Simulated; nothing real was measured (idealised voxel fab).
process module | voxel transistor to metal
cross-section cut | 185 nm wide | cells 5 nm
A cross-section is a grid of square cells, given in bands from the top down. A band is one or more rows of cells.
Each band's line starts with the height of the band's top and of its bottom, in nm. Then come its materials from left to right, each with its width in nm. One material with "throughout" fills the band from edge to edge. "air" is empty space.
Height 0 is the level under which the wafer as received is all one material. The lowest band goes on downwards, as in "0 down".
A width such as "30 to 40" changes by the same amount from each row of cells to the next, from the band's top row to its bottom row.
"no change" after a step means that no cell of the cross-section changed.
closed voids: empty space of 8 cells or more with no open way to the top, each as width x height at its distance from the left edge, in nm
after a step's settings: what the simulator itself notes on the step
overlay nm, on a step with a mask: how far to the right of its planned place the mask lay; to the left if negative
plan
1 op RECEIVE | material Si
2 op OXIDIZE | depth nm 5
3 op CONFORMAL_DEP | material SiN | thk nm 10
4 op MASKED_ETCH | tone cover | mask id ACTIVE | width nm 115 | etch materials SiN | depth nm 10 | overlay nm 0
5 op MASKED_ETCH | tone cover | mask id ACTIVE | width nm 115 | etch materials SiO2 | depth nm 5 | overlay nm 0
6 op MASKED_ETCH | tone cover | mask id ACTIVE | width nm 115 | etch materials Si | depth nm 20 | overlay nm 0
7 op OXIDIZE | depth nm 5
8 op FILL_DEP | material SiO2 | thk nm 10
9 op CMP | height nm 10
10 op SELECTIVE_ETCH | etch materials SiO2 | depth nm 10
11 op STRIP | etch materials SiN
12 op SELECTIVE_ETCH | etch materials SiO2 | depth nm 5
13 op OXIDIZE | depth nm 5
14 op DIRECTIONAL_DEP | material polySi | thk nm 25
15 op DIRECTIONAL_DEP | material SiCN | thk nm 15
16 op PATTERN | tone cover | mask id GATE | material resist | width nm 35 | thk nm 20 | overlay nm 0
17 op DIRECTIONAL_ETCH | etch materials SiCN | depth nm 25
18 op DIRECTIONAL_ETCH | etch materials polySi | depth nm 35
19 op STRIP | etch materials resist
20 op CONFORMAL_DEP | material SiN | thk nm 10
21 op DIRECTIONAL_ETCH | etch materials SiN | depth nm 10
22 op DIRECTIONAL_ETCH | etch materials SiO2 | depth nm 5
23 op DIRECTIONAL_ETCH | etch materials Si | depth nm 15
24 op EPI | material SiGe | thk nm 20
25 op FILL_DEP | material SiO2 | thk nm 5
26 op CMP | height nm 20
27 op STRIP | etch materials polySi
28 op SELECTIVE_ETCH | etch materials SiO2 | depth nm 5
29 op CONFORMAL_DEP | material HfO2 | thk nm 5
30 op CONFORMAL_DEP | material TiN | thk nm 5
31 op FILL_DEP | material W | thk nm 10
32 op CMP | height nm 15
33 op DIRECTIONAL_DEP | material SiO2 | thk nm 10
34 op PATTERN | tone open | mask id CONTACT | material resist | width nm 20 | pitch nm 85 | thk nm 20 | overlay nm 0
35 op DIRECTIONAL_ETCH | etch materials SiO2 | depth nm 30
36 op STRIP | etch materials resist
37 op CONFORMAL_DEP | material TiN | thk nm 5
38 op FILL_DEP | material W | thk nm 10
39 op CMP | height nm 25
40 op DIRECTIONAL_DEP | material TiN | thk nm 5
41 op DIRECTIONAL_DEP | material Ru | thk nm 15
42 op PATTERN | tone cover | mask id METAL_1 | material resist | width nm 20 | pitch nm 85 | thk nm 15 | overlay nm 0
43 op DIRECTIONAL_ETCH | etch materials Ru | depth nm 15
44 op DIRECTIONAL_ETCH | etch materials TiN | depth nm 5
45 op STRIP | etch materials resist
46 op CONFORMAL_DEP | material SiCN | thk nm 5
47 op FILL_DEP | material lowk | thk nm 5
48 op CMP | height nm 45
49 op CONFORMAL_DEP | material SiCN | thk nm 5
50 op DIRECTIONAL_DEP | material lowk | thk nm 35
51 op MASKED_ETCH | tone open | mask id METAL_2_HOLES | width nm 15 | pitch nm 85 | etch materials lowk | depth nm 35 | overlay nm 0
52 op PATTERN | tone open | mask id METAL_2 | material resist | width nm 20 | pitch nm 85 | thk nm 15 | overlay nm 0
53 op DIRECTIONAL_ETCH | etch materials lowk | depth nm 20
54 op DIRECTIONAL_ETCH | etch materials SiCN | depth nm 5
55 op STRIP | etch materials resist
56 op CONFORMAL_DEP | material TiN | thk nm 5
57 op FILL_DEP | material Cu | thk nm 5
58 op CMP | height nm 85
59 op CONFORMAL_DEP | material SiCN | thk nm 5
as received, after step 1
  0 down: Si throughout
  closed voids: none
first wafer at the end, as planned
  90 to 85: SiCN throughout
  85 to 70: lowk 40 | TiN 5 | Cu 10 | TiN 5 | lowk 65 | TiN 5 | Cu 10 | TiN 5 | lowk 40
  70 to 65: lowk 40 | TiN 5 | Cu 5 | TiN 10 | lowk 65 | TiN 5 | Cu 5 | TiN 10 | lowk 40
  65 to 50: lowk 40 | TiN 5 | Cu 5 | TiN 5 | lowk 70 | TiN 5 | Cu 5 | TiN 5 | lowk 45
  50 to 45: SiCN 40 | TiN 15 | SiCN 70 | TiN 15 | SiCN 45
  45 to 30: lowk 35 | SiCN 5 | Ru 20 | SiCN 5 | lowk 55 | SiCN 5 | Ru 20 | SiCN 5 | lowk 35
  30 to 25: SiCN 40 | TiN 20 | SiCN 65 | TiN 20 | SiCN 40
  25 to 15: SiO2 40 | TiN 5 | W 10 | TiN 5 | SiO2 65 | TiN 5 | W 10 | TiN 5 | SiO2 40
  15 to 10: SiO2 40 | TiN 20 | SiO2 5 | SiN 10 | HfO2 5 | TiN 5 | W 15 | TiN 5 | HfO2 5 | SiN 10 | SiO2 5 | TiN 20 | SiO2 40
  10 to 0: SiO2 40 | TiN 5 | SiGe 20 | SiN 10 | HfO2 5 | TiN 5 | W 15 | TiN 5 | HfO2 5 | SiN 10 | SiGe 20 | TiN 5 | SiO2 40
  0 to -5: SiO2 40 | TiN 5 | SiGe 20 | SiN 10 | HfO2 5 | TiN 25 | HfO2 5 | SiN 10 | SiGe 20 | TiN 5 | SiO2 40
  -5 to -10: SiO2 35 | SiGe 30 | SiO2 5 | HfO2 45 | SiO2 5 | SiGe 30 | SiO2 35
  -10 to -25: SiO2 40 | SiGe 25 | Si 55 | SiGe 25 | SiO2 40
  -25 to -30: SiO2 40 | Si 105 | SiO2 40
  -30 down: Si throughout
  closed voids: none
second wafer at the end: like start, like plan, one mistake
  90 to 85: SiCN throughout
  85 to 70: lowk 40 | TiN 5 | Cu 10 | TiN 5 | lowk 65 | TiN 5 | Cu 10 | TiN 5 | lowk 40
  70 to 65: lowk 40 | TiN 5 | Cu 5 | TiN 10 | lowk 65 | TiN 5 | Cu 5 | TiN 10 | lowk 40
  65 to 50: lowk 40 | TiN 5 | Cu 5 | TiN 5 | lowk 70 | TiN 5 | Cu 5 | TiN 5 | lowk 45
  50 to 45: SiCN 40 | TiN 15 | SiCN 70 | TiN 15 | SiCN 45
  45 to 30: lowk 35 | SiCN 5 | Ru 20 | SiCN 5 | lowk 55 | SiCN 5 | Ru 20 | SiCN 5 | lowk 35
  30 to 25: SiCN 40 | TiN 20 | SiCN 65 | TiN 20 | SiCN 40
  25 to 20: SiO2 40 | TiN 5 | W 10 | TiN 5 | SiO2 65 | TiN 5 | W 10 | TiN 5 | SiO2 40
  20 to 15: SiO2 40 | TiN 20 | SiO2 65 | TiN 20 | SiO2 40
  15 to 0: SiO2 15 | SiGe 50 | SiN 10 | HfO2 5 | TiN 5 | W 15 | TiN 5 | HfO2 5 | SiN 10 | SiGe 50 | SiO2 15
  0 to -5: SiO2 15 | SiGe 50 | SiN 10 | HfO2 5 | TiN 25 | HfO2 5 | SiN 10 | SiGe 50 | SiO2 15
  -5 to -10: SiO2 15 | SiGe 50 | SiO2 5 | HfO2 45 | SiO2 5 | SiGe 50 | SiO2 15
  -10 to -25: SiO2 40 | SiGe 25 | Si 55 | SiGe 25 | SiO2 40
  -25 to -30: SiO2 40 | Si 105 | SiO2 40
  -30 down: Si throughout
  closed voids: none
what went wrong: step 24 was run twice
at the end the second wafer has, in cells: 64 more of SiGe | 50 fewer of SiO2 | 10 fewer of TiN | 4 fewer of W
